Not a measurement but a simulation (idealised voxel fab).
Presented below is a process module, voxel lift off.
It is cross-section cut that appears here, measuring 250 nm in width, its square cells being 5 nm in size.
Cross-section spec: square-cell grid; bands listed top down; each band is one or more rows. What a band's entry tells you: where the top is and where the bottom is, as heights in nm, and after that what lies inside, material by material from left to right, each with its width in nm. Empty space is written as the word "air", and a single material marked with the word "throughout" occupies the band from edge to edge. Heights are expressed relative to 0, this being the level below which the as-received wafer comprises one material exclusively. The lowest band is unbounded in the downward direction and is denoted as in "top 0, no bottom". A width such as "30 to 40" changes by the same amount from each row of cells to the next, from the band's top row to its bottom row. Where the words "no change" appear for a step, the cross-section shows no cell changed by that step; every cell remained as before. Closed empty spaces (no open way to the top) of 8 cells or more are what "closed voids" lists, each as width x height at distance from the left edge, nm for all three. The remark found on a step's line after its settings is issued by the simulator itself and pertains to that step. Among the settings permitted on a step's line is "overlay nm"; applied to a step with a mask, it specifies the extent to which the mask lay to the right of its planned position, whereas a negative figure signifies a position to the left.

STEPS IN THE PROCESS PLAN
1: RECEIVE (material Si)
2: CONFORMAL_DEP (material SiN; thk nm 15)
3: PATTERN (tone open; mask id LINES; material resist; width nm 20; pitch nm 50; thk nm 20; overlay nm 0)
4: DIRECTIONAL_DEP (material Ru; thk nm 10)
5: STRIP (etch materials resist)
6: CONFORMAL_DEP (material SiCN; thk nm 5)

WAFER, FIRST OF TWO, RUN AS PLANNED

CROSS-SECTION: WAFER ON ARRIVAL = AFTER STEP 1
  top 0, no bottom = Si throughout
  closed voids: none

ONCE STEP 2 IS THROUGH, THE WAFER LOOKS LIKE THIS IN CROSS-SECTION
  top 15, bottom 0 = SiN throughout
  Everything below 0 is unchanged.

ONCE STEP 3 IS THROUGH, THE WAFER LOOKS LIKE THIS IN CROSS-SECTION
  top 35, bottom 15 = resist 90 nm, then air 20 nm, then resist 30 nm, then air 20 nm, then resist 90 nm
  Everything below 15 is unchanged.

ONCE STEP 4 IS THROUGH, THE WAFER LOOKS LIKE THIS IN CROSS-SECTION
  top 45, bottom 35 = Ru 90 nm, then air 20 nm, then Ru 30 nm, then air 20 nm, then Ru 90 nm
  top 35, bottom 25 = resist 90 nm, then air 20 nm, then resist 30 nm, then air 20 nm, then resist 90 nm
  top 25, bottom 15 = resist 90 nm, then Ru 20 nm, then resist 30 nm, then Ru 20 nm, then resist 90 nm
  Everything below 15 is unchanged.

ONCE STEP 5 IS THROUGH, THE WAFER LOOKS LIKE THIS IN CROSS-SECTION
  top 25, bottom 15 = air 90 nm, then Ru 20 nm, then air 30 nm, then Ru 20 nm, then air 90 nm
  Everything below 15 is unchanged.

ONCE STEP 6 IS THROUGH, THE WAFER LOOKS LIKE THIS IN CROSS-SECTION
  top 30, bottom 25 = air 85 nm, then SiCN 30 nm, then air 20 nm, then SiCN 30 nm, then air 85 nm
  top 25, bottom 20 = air 85 nm, then SiCN 5 nm, then Ru 20 nm, then SiCN 5 nm, then air 20 nm, then SiCN 5 nm, then Ru 20 nm, then SiCN 5 nm, then air 85 nm
  top 20, bottom 15 = SiCN 90 nm, then Ru 20 nm, then SiCN 30 nm, then Ru 20 nm, then SiCN 90 nm
  Everything below 15 is unchanged.

THE SECOND WAFER: IDENTICAL TO THE FIRST AT THE OUTSET AND IN ITS PLANNED SEQUENCE, DIFFERING ONLY IN THAT ONE MISTAKE WAS MADE DURING PROCESSING; UP TO AND INCLUDING STEP 2, ITS PATH IS THE FIRST WAFER'S PATH

CROSS-SECTIONAL REPRESENTATION OF THE SECOND WAFER AT THE TIME DESIGNATED IN THE PLAN FOR THE COMPLETION OF STEP 3
  top 35, bottom 15 = resist 80 nm, then air 20 nm, then resist 30 nm, then air 20 nm, then resist 100 nm
  Everything below 15 is unchanged.

CROSS-SECTIONAL REPRESENTATION OF THE SECOND WAFER AT THE TIME DESIGNATED IN THE PLAN FOR THE COMPLETION OF STEP 4
  top 45, bottom 35 = Ru 80 nm, then air 20 nm, then Ru 30 nm, then air 20 nm, then Ru 100 nm
  top 35, bottom 25 = resist 80 nm, then air 20 nm, then resist 30 nm, then air 20 nm, then resist 100 nm
  top 25, bottom 15 = resist 80 nm, then Ru 20 nm, then resist 30 nm, then Ru 20 nm, then resist 100 nm
  Everything below 15 is unchanged.

CROSS-SECTIONAL REPRESENTATION OF THE SECOND WAFER AT THE TIME DESIGNATED IN THE PLAN FOR THE COMPLETION OF STEP 5
  top 25, bottom 15 = air 80 nm, then Ru 20 nm, then air 30 nm, then Ru 20 nm, then air 100 nm
  Everything below 15 is unchanged.

CROSS-SECTIONAL REPRESENTATION OF THE SECOND WAFER AT THE TIME DESIGNATED IN THE PLAN FOR THE COMPLETION OF STEP 6
  top 30, bottom 25 = air 75 nm, then SiCN 30 nm, then air 20 nm, then SiCN 30 nm, then air 95 nm
  top 25, bottom 20 = air 75 nm, then SiCN 5 nm, then Ru 20 nm, then SiCN 5 nm, then air 20 nm, then SiCN 5 nm, then Ru 20 nm, then SiCN 5 nm, then air 95 nm
  top 20, bottom 15 = SiCN 80 nm, then Ru 20 nm, then SiCN 30 nm, then Ru 20 nm, then SiCN 100 nm
  Everything below 15 is unchanged.
Short version of what went wrong: step 3 was processed under conditions differing from the plan, specifically as PATTERN (tone open; mask id LINES; material resist; width nm 20; pitch nm 50; thk nm 20; overlay nm -10)
Final wafers compared: equal cell tally per material, rearranged layout.
